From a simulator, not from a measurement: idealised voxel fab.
Herein follows the process module entitled voxel ribs on slabs.
Square cells of 5 nm make up the cross-section cut, whose width is 190 nm.
A cross-section is a grid of square cells, given in bands from the top down. A band is one or more rows of cells. Basically the band line says how high the top is and how high the bottom is, in nm, and then what's in it from left to right, every material with its width in nm. Empty space shows up as "blank", and if a single material carries "full width" it runs the full band edge to edge. Note: height 0 marks the level under which the wafer is uniformly one material as received. Lowest band unbounded below, written "0 and below". Top row gets the first number, bottom row gets the second, and each row in between changes by the same step: that is how a band width like "30->40" works. "no alteration", as given for a step, is the statement that not any cell of the cross-section underwent a change during that step. In the "Closed void list" entry, you get each enclosed empty space of 8 cells or more, one with no open way to the top, written width x height at distance, distance from the left edge, in nm. Read whatever lies past the settings on a step's line as the simulator's own remark about the step. Each step line may optionally specify "overlay nm", which for a step with a mask gives the rightward distance between the mask's planned place and where it lay, a negative value indicating the leftward direction.
## Process steps (planned)
1 RECEIVE with material Si
2 DIRECTIONAL_DEP with material SiO2, thk nm 25
3 DIRECTIONAL_DEP with material SiN, thk nm 15
4 PATTERN with tone cover, mask id RIB, material resist, width nm 25, thk nm 20, overlay nm 0
5 DIRECTIONAL_ETCH with etch materials SiN, depth nm 10
6 STRIP with etch materials resist
7 MASKED_ETCH with tone cover, mask id SLAB, width nm 75, etch materials SiN, depth nm 5, overlay nm 0
8 FILL_DEP with material SiO2, thk nm 15
9 CMP with height nm 50
10 DIRECTIONAL_DEP with material W, thk nm 5
11 PATTERN with tone cover, mask id HEATER, material resist, width nm 35, thk nm 20, overlay nm 0
12 DIRECTIONAL_ETCH with etch materials W, depth nm 5
13 STRIP with etch materials resist
14 CONFORMAL_DEP with material SiN, thk nm 10
## Cross-section of the wafer as it came to us, i.e., already through step 1
> 0 and below: Si full width
> Closed void list: none
## Cross-section at module end, one run error; start and plan unchanged from above
> 65 down to 60: blank: 65, then SiN: 55, then blank: 70
> 60 down to 55: SiN full width
> 55 down to 50: SiN: 75, then W: 35, then SiN: 80
> 50 down to 35: SiO2 full width
> 35 down to 30: SiO2: 80, then SiN: 25, then SiO2: 85
> 30 down to 25: SiN: 55, then SiO2: 25, then SiN: 25, then SiO2: 25, then SiN: 60
> 25 down to 0: SiO2 full width
> 0 and below: Si full width
> Closed void list: none
Run error: contrary to plan, step 7 was performed as MASKED_ETCH with tone open, mask id SLAB, width nm 75, etch materials SiN, depth nm 5, overlay nm 0
